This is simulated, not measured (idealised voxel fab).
process module | voxel transistor to metal
cross-section cut | 285 nm wide | cells 5 nm
A cross-section is a grid of square cells, given in bands from the top down. A band is one or more rows of cells.
Each band's line starts with the height of the band's top and of its bottom, in nm. Then come its materials from left to right, each with its width in nm. One material with "throughout" fills the band from edge to edge. "air" is empty space.
Height 0 is the level under which the wafer as received is all one material. The lowest band goes on downwards, as in "0 down".
A width such as "30 to 40" changes by the same amount from each row of cells to the next, from the band's top row to its bottom row.
"no change" after a step means that no cell of the cross-section changed.
closed voids: empty space of 8 cells or more with no open way to the top, each as width x height at its distance from the left edge, in nm
after a step's settings: what the simulator itself notes on the step
overlay nm, on a step with a mask: how far to the right of its planned place the mask lay; to the left if negative
plan
1 op RECEIVE | material Si
2 op OXIDIZE | depth nm 5
3 op CONFORMAL_DEP | material SiN | thk nm 10
4 op PATTERN | tone cover | mask id ACTIVE | material resist | width nm 100 | pitch nm 125 | thk nm 20 | overlay nm 0
5 op DIRECTIONAL_ETCH | etch materials SiN | depth nm 10
6 op DIRECTIONAL_ETCH | etch materials SiO2 | depth nm 5
7 op DIRECTIONAL_ETCH | etch materials Si | depth nm 25
8 op STRIP | etch materials resist
9 op FILL_DEP | material SiO2 | thk nm 10
10 op CMP | height nm 10
11 op SELECTIVE_ETCH | etch materials SiO2 | depth nm 5
12 op STRIP | etch materials SiN
13 op SELECTIVE_ETCH | etch materials SiO2 | depth nm 5
14 op OXIDIZE | depth nm 5
15 op DIRECTIONAL_DEP | material polySi | thk nm 25
16 op DIRECTIONAL_DEP | material SiCN | thk nm 10
17 op DIRECTIONAL_DEP | material aC | thk nm 10
18 op PATTERN | tone cover | mask id GATE | material resist | width nm 20 | pitch nm 125 | thk nm 30 | overlay nm 0
19 op DIRECTIONAL_ETCH | etch materials aC | depth nm 10
20 op STRIP | etch materials resist
21 op DIRECTIONAL_ETCH | etch materials SiCN | depth nm 20
22 op DIRECTIONAL_ETCH | etch materials polySi | depth nm 35
23 op STRIP | etch materials aC
24 op CONFORMAL_DEP | material SiN | thk nm 10
25 op DIRECTIONAL_ETCH | etch materials SiN | depth nm 10
26 op DIRECTIONAL_ETCH | etch materials SiO2 | depth nm 5
27 op EPI | material SiGe | thk nm 5
28 op FILL_DEP | material SiO2 | thk nm 10
29 op CMP | height nm 30
30 op DIRECTIONAL_DEP | material SiO2 | thk nm 15
31 op MASKED_ETCH | tone open | mask id CONTACT | width nm 30 | etch materials SiO2 | depth nm 50 | overlay nm 0
32 op CONFORMAL_DEP | material TiN | thk nm 5
33 op FILL_DEP | material W | thk nm 10
34 op CMP | height nm 45
35 op CONFORMAL_DEP | material SiCN | thk nm 5
36 op DIRECTIONAL_DEP | material lowk | thk nm 25
37 op MASKED_ETCH | tone open | mask id METAL_1 | width nm 15 | etch materials lowk | depth nm 25 | overlay nm 0
38 op MASKED_ETCH | tone open | mask id METAL_1 | width nm 15 | etch materials SiCN | depth nm 5 | overlay nm 0
39 op CONFORMAL_DEP | material TiN | thk nm 5
40 op FILL_DEP | material Ru | thk nm 10
41 op CMP | height nm 75
42 op EPI | material Ru | thk nm 5
43 op FILL_DEP | material SiCN | thk nm 5
as received, after step 1
  0 down: Si throughout
  closed voids: none
first wafer at the end, as planned
  85 to 80: SiCN throughout
  80 to 75: SiCN 30 | Ru 25 | SiCN 50 | Ru 25 | SiCN 25 | Ru 25 | SiCN 50 | Ru 25 | SiCN 30
  75 to 50: lowk 35 | TiN 5 | Ru 5 | TiN 5 | lowk 60 | TiN 5 | Ru 5 | TiN 5 | lowk 35 | TiN 5 | Ru 5 | TiN 5 | lowk 60 | TiN 5 | Ru 5 | TiN 5 | lowk 35
  50 to 45: SiCN 35 | TiN 15 | SiCN 60 | TiN 15 | SiCN 35 | TiN 15 | SiCN 60 | TiN 15 | SiCN 35
  45 to 35: SiO2 35 | TiN 5 | W 20 | TiN 5 | SiO2 30 | TiN 5 | W 20 | TiN 5 | SiO2 35 | TiN 5 | W 20 | TiN 5 | SiO2 30 | TiN 5 | W 20 | TiN 5 | SiO2 35
  35 to 30: SiO2 35 | TiN 5 | W 15 | TiN 10 | SiO2 30 | TiN 10 | W 15 | TiN 5 | SiO2 35 | TiN 5 | W 15 | TiN 10 | SiO2 30 | TiN 10 | W 15 | TiN 5 | SiO2 35
  30 to 20: SiO2 35 | TiN 5 | W 15 | TiN 5 | SiN 10 | SiCN 20 | SiN 10 | TiN 5 | W 15 | TiN 5 | SiO2 35 | TiN 5 | W 15 | TiN 5 | SiN 10 | SiCN 20 | SiN 10 | TiN 5 | W 15 | TiN 5 | SiO2 35
  20 to 0: SiO2 35 | TiN 5 | W 15 | TiN 5 | SiN 10 | polySi 20 | SiN 10 | TiN 5 | W 15 | TiN 5 | SiO2 35 | TiN 5 | W 15 | TiN 5 | SiN 10 | polySi 20 | SiN 10 | TiN 5 | W 15 | TiN 5 | SiO2 35
  0 to -5: SiO2 25 | SiN 10 | TiN 25 | SiN 10 | polySi 20 | SiN 10 | TiN 25 | SiN 10 | SiO2 15 | SiN 10 | TiN 25 | SiN 10 | polySi 20 | SiN 10 | TiN 25 | SiN 10 | SiO2 25
  -5 to -10: SiO2 35 | SiGe 25 | SiO2 40 | SiGe 25 | SiO2 35 | SiGe 25 | SiO2 40 | SiGe 25 | SiO2 35
  -10 to -30: SiO2 30 | Si 100 | SiO2 25 | Si 100 | SiO2 30
  -30 down: Si throughout
  closed voids: none
second wafer at the end: like start, like plan, one mistake
  85 to 80: SiCN throughout
  80 to 75: SiCN 30 | Ru 25 | SiCN 50 | Ru 25 | SiCN 25 | Ru 25 | SiCN 50 | Ru 25 | SiCN 30
  75 to 50: lowk 35 | TiN 5 | Ru 5 | TiN 5 | lowk 60 | TiN 5 | Ru 5 | TiN 5 | lowk 35 | TiN 5 | Ru 5 | TiN 5 | lowk 60 | TiN 5 | Ru 5 | TiN 5 | lowk 35
  50 to 45: SiCN 35 | TiN 15 | SiCN 60 | TiN 15 | SiCN 35 | TiN 15 | SiCN 60 | TiN 15 | SiCN 35
  45 to 30: SiO2 35 | TiN 5 | W 15 | TiN 5 | SiO2 40 | TiN 5 | W 15 | TiN 5 | SiO2 35 | TiN 5 | W 15 | TiN 5 | SiO2 40 | TiN 5 | W 15 | TiN 5 | SiO2 35
  30 to 20: SiO2 35 | TiN 5 | W 15 | TiN 5 | SiN 10 | SiCN 20 | SiN 10 | TiN 5 | W 15 | TiN 5 | SiO2 35 | TiN 5 | W 15 | TiN 5 | SiN 10 | SiCN 20 | SiN 10 | TiN 5 | W 15 | TiN 5 | SiO2 35
  20 to 15: SiO2 35 | TiN 5 | W 15 | TiN 5 | SiN 10 | polySi 20 | SiN 10 | TiN 5 | W 15 | TiN 5 | SiO2 35 | TiN 5 | W 15 | TiN 5 | SiN 10 | polySi 20 | SiN 10 | TiN 5 | W 15 | TiN 5 | SiO2 35
  15 to 10: SiO2 35 | TiN 25 | SiN 10 | polySi 20 | SiN 10 | TiN 25 | SiO2 35 | TiN 25 | SiN 10 | polySi 20 | SiN 10 | TiN 25 | SiO2 35
  10 to 0: SiO2 60 | SiN 10 | polySi 20 | SiN 10 | SiO2 85 | SiN 10 | polySi 20 | SiN 10 | SiO2 60
  0 to -5: SiO2 25 | SiN 10 | SiO2 25 | SiN 10 | polySi 20 | SiN 10 | SiO2 25 | SiN 10 | SiO2 15 | SiN 10 | SiO2 25 | SiN 10 | polySi 20 | SiN 10 | SiO2 25 | SiN 10 | SiO2 25
  -5 to -10: SiO2 35 | SiGe 25 | SiO2 40 | SiGe 25 | SiO2 35 | SiGe 25 | SiO2 40 | SiGe 25 | SiO2 35
  -10 to -30: SiO2 30 | Si 100 | SiO2 25 | Si 100 | SiO2 30
  -30 down: Si throughout
  closed voids: none
what went wrong: steps 30 and 31 were swapped
at the end the second wafer has, in cells: 72 more of SiO2 | 28 fewer of TiN | 44 fewer of W
